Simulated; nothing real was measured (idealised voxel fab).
process module | voxel wiring stack
cross-section cut | 170 nm wide | cells 5 nm
A cross-section is a grid of square cells, given in bands from the top down. A band is one or more rows of cells.
Each band's line starts with the height of the band's top and of its bottom, in nm. Then come its materials from left to right, each with its width in nm. One material with "throughout" fills the band from edge to edge. "air" is empty space.
Height 0 is the level under which the wafer as received is all one material. The lowest band goes on downwards, as in "0 down".
A width such as "30 to 40" changes by the same amount from each row of cells to the next, from the band's top row to its bottom row.
"no change" after a step means that no cell of the cross-section changed.
closed voids: empty space of 8 cells or more with no open way to the top, each as width x height at its distance from the left edge, in nm
after a step's settings: what the simulator itself notes on the step
overlay nm, on a step with a mask: how far to the right of its planned place the mask lay; to the left if negative
plan
1 op RECEIVE | material Si
2 op CONFORMAL_DEP | material SiO2 | thk nm 10
3 op CONFORMAL_DEP | material SiN | thk nm 5
4 op DIRECTIONAL_DEP | material lowk | thk nm 15
5 op PATTERN | tone open | mask id METAL_1 | material resist | width nm 20 | pitch nm 35 | thk nm 20 | overlay nm 0
6 op DIRECTIONAL_ETCH | etch materials lowk | depth nm 15
7 op DIRECTIONAL_ETCH | etch materials SiN | depth nm 5
8 op STRIP | etch materials resist
9 op CONFORMAL_DEP | material TiN | thk nm 5
10 op FILL_DEP | material Ru | thk nm 10
11 op CMP | height nm 30
12 op EPI | material Ru | thk nm 5
13 op FILL_DEP | material SiCN | thk nm 5
14 op DIRECTIONAL_DEP | material SiO2 | thk nm 10
15 op DIRECTIONAL_DEP | material aC | thk nm 15
16 op PATTERN | tone open | mask id PLUG_1 | material resist | width nm 15 | pitch nm 35 | thk nm 35 | overlay nm 0
17 op DIRECTIONAL_ETCH | etch materials aC | depth nm 15
18 op STRIP | etch materials resist
19 op DIRECTIONAL_ETCH | etch materials SiO2 | depth nm 10
20 op DIRECTIONAL_ETCH | etch materials SiCN | depth nm 5
21 op STRIP | etch materials aC
22 op EPI | material Ru | thk nm 10
23 op EPI | material Ru | thk nm 5
24 op CONFORMAL_DEP | material SiN | thk nm 5
25 op DIRECTIONAL_DEP | material lowk | thk nm 15
26 op MASKED_ETCH | tone open | mask id METAL_2 | width nm 20 | pitch nm 35 | etch materials lowk | depth nm 15 | overlay nm 0
27 op MASKED_ETCH | tone open | mask id METAL_2 | width nm 20 | pitch nm 35 | etch materials SiN | depth nm 5 | overlay nm 0
28 op CONFORMAL_DEP | material TiN | thk nm 5
29 op FILL_DEP | material W | thk nm 5
30 op CMP | height nm 70
31 op EPI | material Ru | thk nm 5
32 op FILL_DEP | material SiCN | thk nm 5
33 op DIRECTIONAL_DEP | material SiO2 | thk nm 30
34 op MASKED_ETCH | tone open | mask id METAL_3 | width nm 20 | pitch nm 35 | etch materials SiO2 | depth nm 15 | overlay nm 0
35 op PATTERN | tone open | mask id METAL_3_HOLES | material resist | width nm 15 | pitch nm 35 | thk nm 15 | overlay nm 0
36 op DIRECTIONAL_ETCH | etch materials SiO2 | depth nm 15
37 op DIRECTIONAL_ETCH | etch materials SiCN | depth nm 5
38 op STRIP | etch materials resist
39 op CONFORMAL_DEP | material TiN | thk nm 5
40 op FILL_DEP | material Ru | thk nm 10
41 op CMP | height nm 110
42 op CONFORMAL_DEP | material SiN | thk nm 5
as received, after step 1
  0 down: Si throughout
  closed voids: none
a wafer at the end: this start, this plan, one mistake
  115 to 110: SiN throughout
  110 to 100: SiO2 20 | TiN 5 | Ru 10 | TiN 5 | SiO2 15 | TiN 5 | Ru 10 | TiN 5 | SiO2 15 | TiN 5 | Ru 10 | TiN 5 | SiO2 15 | TiN 5 | Ru 10 | TiN 5 | SiO2 25
  100 to 95: SiO2 20 | TiN 5 | Ru 5 | TiN 10 | SiO2 15 | TiN 5 | Ru 5 | TiN 10 | SiO2 15 | TiN 5 | Ru 5 | TiN 10 | SiO2 15 | TiN 5 | Ru 5 | TiN 10 | SiO2 25
  95 to 80: SiO2 20 | TiN 5 | Ru 5 | TiN 5 | SiO2 20 | TiN 5 | Ru 5 | TiN 5 | SiO2 20 | TiN 5 | Ru 5 | TiN 5 | SiO2 20 | TiN 5 | Ru 5 | TiN 5 | SiO2 30
  80 to 75: SiCN 20 | TiN 15 | SiCN 20 | TiN 15 | SiCN 20 | TiN 15 | SiCN 20 | TiN 15 | SiCN 30
  75 to 70: SiCN 25 | Ru 30 | SiCN 5 | Ru 30 | SiCN 5 | Ru 30 | SiCN 5 | Ru 30 | SiCN 10
  70 to 60: lowk 30 | TiN 5 | W 10 | TiN 5 | lowk 15 | TiN 5 | W 10 | TiN 5 | lowk 15 | TiN 5 | W 10 | TiN 5 | lowk 15 | TiN 5 | W 10 | TiN 5 | lowk 15
  60 to 55: lowk 30 | TiN 20 | lowk 15 | TiN 20 | lowk 15 | TiN 20 | lowk 15 | TiN 20 | lowk 15
  55 to 50: SiN 30 | TiN 10 | SiN 25 | TiN 10 | SiN 25 | TiN 10 | SiN 25 | TiN 10 | SiN 25
  50 to 40: SiO2 20 | Ru 15 | SiO2 20 | Ru 15 | SiO2 20 | Ru 15 | SiO2 20 | Ru 15 | SiO2 30
  40 to 30: SiCN 20 to 15 | Ru 15 to 30 | SiCN 20 to 5 | Ru 15 to 30 | SiCN 20 to 5 | Ru 15 to 30 | SiCN 20 to 5 | Ru 15 to 30 | SiCN 30 to 20
  30 to 15: lowk 20 | TiN 5 | Ru 10 | TiN 5 | lowk 15 | TiN 5 | Ru 10 | TiN 5 | lowk 15 | TiN 5 | Ru 10 | TiN 5 | lowk 15 | TiN 5 | Ru 10 | TiN 5 | lowk 25
  15 to 10: SiN 20 | TiN 20 | SiN 15 | TiN 20 | SiN 15 | TiN 20 | SiN 15 | TiN 20 | SiN 25
  10 to 0: SiO2 throughout
  0 down: Si throughout
  closed voids: none
what went wrong: step 26 ran as: op MASKED_ETCH | tone open | mask id METAL_2 | width nm 20 | pitch nm 35 | etch materials lowk | depth nm 15 | overlay nm 10
